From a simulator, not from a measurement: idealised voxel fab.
Proc. module: voxel self aligned contacts
Cross-section cut spans 205 nm and uses square cells 5 nm in size.
Throughout this document, each cross-section is represented as a grid of square cells and is presented as a sequence of bands enumerated from the top downward, where a band comprises one or more rows of cells.
Each band's line starts with the height of the band's top and of its bottom, in nm. Then come its materials from left to right, each with its width in nm. One material with "everywhere" fills the band from edge to edge. "air" is empty space.
Convention: height 0 is the level below which the wafer, as received, is all one material. The lowest band does not terminate at the bottom but continues downward, represented as "0 down".
The width entry "30..40" should be interpreted row by row: the top row of cells in the band takes the first number, the bottom row takes the second number, and the change between adjacent rows is uniform throughout.
"left unchanged" -> step changed no cross-section cell.
"Cavities, sealed" specifies each empty space that is not open to the top and that occupies no fewer than 8 cells, using the form width x height at distance, the distance measured from the left edge and all three quantities in nm.
Whatever follows a step's settings on its line is a remark the simulator itself makes about that step.
overlay nm: for a step with a mask, the amount by which the mask lay right of where it was planned; a negative amount means left of it.
[The planned process steps are enumerated hereunder]
step 1: RECEIVE [material Si]
step 2: CONFORMAL_DEP [material SiO2] [thk nm 5]
step 3: DIRECTIONAL_DEP [material polySi] [thk nm 20]
step 4: DIRECTIONAL_DEP [material SiN] [thk nm 20]
step 5: MASKED_ETCH [tone cover] [mask id GATE] [width nm 35] [pitch nm 70] [etch materials SiN] [depth nm 20] [overlay nm 0]
step 6: MASKED_ETCH [tone cover] [mask id GATE] [width nm 35] [pitch nm 70] [etch materials polySi] [depth nm 20] [overlay nm 0]
step 7: CONFORMAL_DEP [material SiN] [thk nm 10]
step 8: DIRECTIONAL_ETCH [etch materials SiN] [depth nm 10]
step 9: FILL_DEP [material SiO2] [thk nm 10]
step 10: CMP [height nm 50]
step 11: PATTERN [tone open] [mask id CONTACT] [material resist] [width nm 45] [pitch nm 70] [thk nm 20] [overlay nm 0]
step 12: DIRECTIONAL_ETCH [etch materials SiO2] [depth nm 50]
step 13: STRIP [etch materials resist]
step 14: CONFORMAL_DEP [material TiN] [thk nm 5]
step 15: FILL_DEP [material Ru] [thk nm 10]
step 16: CMP [height nm 50]
step 17: CONFORMAL_DEP [material SiCN] [thk nm 5]
[First wafer, two in total, run as planned]
[So this is the incoming wafer in cross-section - it's already been through step 1]
> 0 down | Si everywhere
> Cavities, sealed: none
[Upon completion of step 2, the wafer appears in cross-section as shown]
> 5 to 0 | SiO2 everywhere
> Under 0: no change, same as before.
[Upon completion of step 3, the wafer appears in cross-section as shown]
> 25 to 5 | polySi everywhere
> Under 5: no change, same as before.
[Upon completion of step 4, the wafer appears in cross-section as shown]
> 45 to 25 | SiN everywhere
> Under 25: no change, same as before.
[Upon completion of step 5, the wafer appears in cross-section as shown]
> 45 to 25 | air 15; SiN 35; air 35; SiN 35; air 35; SiN 35; air 15
> Under 25: no change, same as before.
[Upon completion of step 6, the wafer appears in cross-section as shown]
> 45 to 25 | air 15; SiN 35; air 35; SiN 35; air 35; SiN 35; air 15
> 25 to 5 | air 15; polySi 35; air 35; polySi 35; air 35; polySi 35; air 15
> Under 5: no change, same as before.
[Upon completion of step 7, the wafer appears in cross-section as shown]
> 55 to 25 | air 5; SiN 55; air 15; SiN 55; air 15; SiN 55; air 5
> 25 to 15 | air 5; SiN 10; polySi 35; SiN 10; air 15; SiN 10; polySi 35; SiN 10; air 15; SiN 10; polySi 35; SiN 10; air 5
> 15 to 5 | SiN 15; polySi 35; SiN 35; polySi 35; SiN 35; polySi 35; SiN 15
> Under 5: no change, same as before.
[Upon completion of step 8, the wafer appears in cross-section as shown]
> 45 to 25 | air 5; SiN 55; air 15; SiN 55; air 15; SiN 55; air 5
> 25 to 5 | air 5; SiN 10; polySi 35; SiN 10; air 15; SiN 10; polySi 35; SiN 10; air 15; SiN 10; polySi 35; SiN 10; air 5
> Under 5: no change, same as before.
[Upon completion of step 9, the wafer appears in cross-section as shown]
> 55 to 45 | SiO2 everywhere
> 45 to 25 | SiO2 5; SiN 55; SiO2 15; SiN 55; SiO2 15; SiN 55; SiO2 5
> 25 to 5 | SiO2 5; SiN 10; polySi 35; SiN 10; SiO2 15; SiN 10; polySi 35; SiN 10; SiO2 15; SiN 10; polySi 35; SiN 10; SiO2 5
> Under 5: no change, same as before.
[Upon completion of step 10, the wafer appears in cross-section as shown]
> 50 to 45 | SiO2 everywhere
> Under 45: no change, same as before.
[Upon completion of step 11, the wafer appears in cross-section as shown]
> 70 to 50 | resist 45; air 45; resist 25; air 45; resist 45
> Under 50: no change, same as before.
[Upon completion of step 12, the wafer appears in cross-section as shown]
> 70 to 50 | resist 45; air 45; resist 25; air 45; resist 45
> 50 to 45 | SiO2 45; air 45; SiO2 25; air 45; SiO2 45
> 45 to 25 | SiO2 5; SiN 55; air 15; SiN 55; air 15; SiN 55; SiO2 5
> 25 to 5 | SiO2 5; SiN 10; polySi 35; SiN 10; air 15; SiN 10; polySi 35; SiN 10; air 15; SiN 10; polySi 35; SiN 10; SiO2 5
> 5 to 0 | SiO2 60; air 15; SiO2 55; air 15; SiO2 60
> Under 0: no change, same as before.
[Upon completion of step 13, the wafer appears in cross-section as shown]
> 50 to 45 | SiO2 45; air 45; SiO2 25; air 45; SiO2 45
> Under 45: no change, same as before.
[Upon completion of step 14, the wafer appears in cross-section as shown]
> 55 to 50 | TiN 50; air 35; TiN 35; air 35; TiN 50
> 50 to 45 | SiO2 45; TiN 20; air 5; TiN 20; SiO2 25; TiN 20; air 5; TiN 20; SiO2 45
> 45 to 25 | SiO2 5; SiN 55; TiN 5; air 5; TiN 5; SiN 55; TiN 5; air 5; TiN 5; SiN 55; SiO2 5
> 25 to 5 | SiO2 5; SiN 10; polySi 35; SiN 10; TiN 5; air 5; TiN 5; SiN 10; polySi 35; SiN 10; TiN 5; air 5; TiN 5; SiN 10; polySi 35; SiN 10; SiO2 5
> 5 to 0 | SiO2 60; TiN 15; SiO2 55; TiN 15; SiO2 60
> Under 0: no change, same as before.
[Upon completion of step 15, the wafer appears in cross-section as shown]
> 65 to 55 | Ru everywhere
> 55 to 50 | TiN 50; Ru 35; TiN 35; Ru 35; TiN 50
> 50 to 45 | SiO2 45; TiN 20; Ru 5; TiN 20; SiO2 25; TiN 20; Ru 5; TiN 20; SiO2 45
> 45 to 25 | SiO2 5; SiN 55; TiN 5; Ru 5; TiN 5; SiN 55; TiN 5; Ru 5; TiN 5; SiN 55; SiO2 5
> 25 to 5 | SiO2 5; SiN 10; polySi 35; SiN 10; TiN 5; Ru 5; TiN 5; SiN 10; polySi 35; SiN 10; TiN 5; Ru 5; TiN 5; SiN 10; polySi 35; SiN 10; SiO2 5
> Under 5: no change, same as before.
[Upon completion of step 16, the wafer appears in cross-section as shown]
> 50 to 45 | SiO2 45; TiN 20; Ru 5; TiN 20; SiO2 25; TiN 20; Ru 5; TiN 20; SiO2 45
> Under 45: no change, same as before.
[Upon completion of step 17, the wafer appears in cross-section as shown]
> 55 to 50 | SiCN everywhere
> Under 50: no change, same as before.
[Here the second wafer is described. Its start and its plan were those of the first wafer. Its run contained one mistake. Up to and including step 16, it did exactly what the first wafer did]
[At the planned end of step 17, the second wafer in cross-section]
> 55 to 50 | SiO2 everywhere
> Under 50: no change, same as before.
Here's what went sideways: step 17 changed vs plan, executed as CONFORMAL_DEP [material SiO2] [thk nm 5]
at the end the second wafer has, in cells: SiCN -41, SiO2 +41
